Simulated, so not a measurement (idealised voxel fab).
Process module in this document: voxel ribs on slabs
For reference, the cross-section in this document is cut, with width 185 nm and square cells of 5 nm.
Think of the cross-section as a grid of square cells. We describe it in bands, top to bottom, and each band covers one or more rows of those cells.
Read a band's entry like this: the first values are the height of its top and the height of its bottom in nm, and what follows is the sequence of materials from left to right, each with its width in nm. Note that "blank" is empty space, and that a single material marked "full width" reaches across the band from edge to edge.
Height is counted from the level 0, under which the received wafer is composed throughout of one material. The lowest of the bands is not closed at the bottom but continues downward, in the notation "0..down".
Read "30->40" as a graded width: first number on top, second number at the bottom, same change between each pair of neighbouring rows.
Take "remained unchanged" at face value: in the step it is given for, the cross-section changed in none of its cells.
Heads up: "Fully closed voids" only lists the empty pockets with no open path to the top that are 8 cells or more, and it writes them as width x height at distance, distance from the left edge, in nm.
If you see something after the settings on a step's line, that's the simulator's own remark about that step.
A step's line can hold "overlay nm"; with a mask on that step, the setting says how far right of the planned place the mask lay, while a negative setting says it lay to the left.

Below is the list of planned process steps
step 1: RECEIVE, material Si
step 2: DIRECTIONAL_DEP, material SiO2, thk nm 30
step 3: DIRECTIONAL_DEP, material polySi, thk nm 20
step 4: MASKED_ETCH, tone cover, mask id RIB, width nm 20, etch materials polySi, depth nm 5, overlay nm 0
step 5: DIRECTIONAL_DEP, material aC, thk nm 15
step 6: PATTERN, tone cover, mask id SLAB, material resist, width nm 50, thk nm 30, overlay nm 0
step 7: DIRECTIONAL_ETCH, etch materials aC, depth nm 15
step 8: STRIP, etch materials resist
step 9: DIRECTIONAL_ETCH, etch materials polySi, depth nm 15
step 10: STRIP, etch materials aC
step 11: FILL_DEP, material SiO2, thk nm 20
step 12: CMP, height nm 60
step 13: DIRECTIONAL_DEP, material W, thk nm 5
step 14: MASKED_ETCH, tone cover, mask id HEATER, width nm 30, etch materials W, depth nm 5, overlay nm 0
step 15: CONFORMAL_DEP, material SiO2, thk nm 5

Here's what the wafer looked like in cross-section when it arrived - that's after step 1
* 0..down: Si full width
* Fully closed voids: none

Cross-section taken at module completion on the first of two wafers; processed per the plan
* 70..65: 70 nm blank / 40 nm SiO2 / 75 nm blank
* 65..60: 75 nm SiO2 / 30 nm W / 80 nm SiO2
* 60..50: SiO2 full width
* 50..45: 80 nm SiO2 / 20 nm polySi / 85 nm SiO2
* 45..30: 65 nm SiO2 / 50 nm polySi / 70 nm SiO2
* 30..0: SiO2 full width
* 0..down: Si full width
* Fully closed voids: none

Cross-sectional view: second of two wafers, end of module; start and plan identical to the first, one mistake in running
* 70..65: 70 nm blank / 40 nm SiO2 / 75 nm blank
* 65..60: 75 nm SiO2 / 30 nm W / 80 nm SiO2
* 60..20: SiO2 full width
* 20..0: polySi full width
* 0..down: Si full width
* Fully closed voids: none
what went wrong: steps 2 and 3 run out of order (swapped)
Final wafer comparison in cells, second versus first, more or fewer per material: SiO2: 114 fewer, polySi: 114 more
